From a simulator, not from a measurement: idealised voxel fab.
The following is a process module called voxel self aligned vias.
Section cut is 280 nm wide and gridded with 5 nm square cells.
This document writes a cross-section as a grid whose cells are square, and gives it as bands, listed from the top down; one or more rows of cells form a band.
Within each band entry, the heights of the top and of the bottom of the band appear first, in that order and in nm; the materials of the band then follow from left to right, each with its corresponding width in nm. The designation "throughout" on a single material indicates that it fills the band from edge to edge; the designation "air" indicates empty space.
Heights are measured from 0, the level below which the as-received wafer is all one material; the lowest band has no bottom and continues downward, written as in "0 nm and below".
Width: "30..40" (first number = top row, second number = bottom row, same change from row to row of cells).
Where the words "no modification" appear for a step, the cross-section shows no cell changed by that step; every cell remained as before.
If an empty space has no open way to the top and is at least 8 cells in size, "Enclosed void inventory" lists it, written width x height at distance, where distance is measured from the left edge and every value is in nm.
Anything after a step's settings on that line? It's the simulator's own note about the step.
A step's line can hold "overlay nm"; with a mask on that step, the setting says how far right of the planned place the mask lay, while a negative setting says it lay to the left.

THE FOLLOWING LIST GIVES THE PLANNED PROCESS STEPS
1 RECEIVE (material Si)
2 CONFORMAL_DEP (material SiO2; thk nm 10)
3 CONFORMAL_DEP (material SiCN; thk nm 5)
4 DIRECTIONAL_DEP (material lowk; thk nm 25)
5 DIRECTIONAL_DEP (material aC; thk nm 15)
6 PATTERN (tone open; mask id LINES; material resist; width nm 30; pitch nm 75; thk nm 30; overlay nm 0)
7 DIRECTIONAL_ETCH (etch materials aC; depth nm 15)
8 STRIP (etch materials resist)
9 DIRECTIONAL_ETCH (etch materials lowk; depth nm 25)
10 STRIP (etch materials aC)
11 CONFORMAL_DEP (material TiN; thk nm 5)
12 FILL_DEP (material W; thk nm 5)
13 CMP (height nm 40)
14 SELECTIVE_ETCH (etch materials W Ru TiN; depth nm 5)
15 FILL_DEP (material SiN; thk nm 10)
16 CMP (height nm 40)
17 DIRECTIONAL_DEP (material lowk; thk nm 15)
18 DIRECTIONAL_DEP (material aC; thk nm 15)
19 PATTERN (tone open; mask id VIAS; material resist; width nm 50; thk nm 30; overlay nm 0)
20 DIRECTIONAL_ETCH (etch materials aC; depth nm 15)
21 STRIP (etch materials resist)
22 DIRECTIONAL_ETCH (etch materials lowk; depth nm 15)
23 DIRECTIONAL_ETCH (etch materials SiN; depth nm 5)
24 STRIP (etch materials aC)
25 CONFORMAL_DEP (material TiN; thk nm 5)
26 FILL_DEP (material Ru; thk nm 5)
27 CMP (height nm 55)
28 CONFORMAL_DEP (material SiCN; thk nm 5)

CROSS-SECTIONAL VIEW OF THE WAFER IN ITS AS-RECEIVED CONDITION, CORRESPONDING TO THE STATE AFTER STEP 1
0 nm and below: Si throughout
Enclosed void inventory: none

END-OF-MODULE XS, FIRST OF TWO WAFERS, RUN AS PLANNED
60 nm to 55 nm: SiCN throughout
55 nm to 45 nm: lowk (75), then TiN (5), then Ru (40), then TiN (5), then lowk (155)
45 nm to 40 nm: lowk (75), then TiN (15), then Ru (20), then TiN (15), then lowk (155)
40 nm to 35 nm: lowk (85), then TiN (30), then lowk (45), then SiN (30), then lowk (90)
35 nm to 20 nm: lowk (85), then TiN (5), then W (20), then TiN (5), then lowk (45), then TiN (5), then W (20), then TiN (5), then lowk (90)
20 nm to 15 nm: lowk (85), then TiN (30), then lowk (45), then TiN (30), then lowk (90)
15 nm to 10 nm: SiCN throughout
10 nm to 0 nm: SiO2 throughout
0 nm and below: Si throughout
Enclosed void inventory: none

SECOND WAFER OF THE TWO, SECTIONED AT THE END OF THE MODULE. IT BEGAN LIKE THE FIRST AND FOLLOWED THE SAME PLAN, BUT ONE MISTAKE WAS MADE WHILE RUNNING IT
60 nm to 55 nm: SiCN throughout
55 nm to 40 nm: lowk (75), then TiN (5), then Ru (40), then TiN (5), then lowk (155)
40 nm to 35 nm: lowk (75), then TiN (50), then lowk (35), then SiN (30), then lowk (90)
35 nm to 25 nm: lowk (75), then TiN (15), then W (20), then TiN (15), then lowk (35), then TiN (5), then W (20), then TiN (5), then lowk (90)
25 nm to 20 nm: lowk (85), then TiN (5), then W (20), then TiN (5), then lowk (45), then TiN (5), then W (20), then TiN (5), then lowk (90)
20 nm to 15 nm: lowk (85), then TiN (30), then lowk (45), then TiN (30), then lowk (90)
15 nm to 10 nm: SiCN throughout
10 nm to 0 nm: SiO2 throughout
0 nm and below: Si throughout
Enclosed void inventory: none
Misprocessing identified: twice, step 22 of the plan was run
Per the end-of-run cell counts, the second wafer holds more or fewer of some materials than the first: 4 more of Ru; 8 more of TiN; 12 fewer of lowk
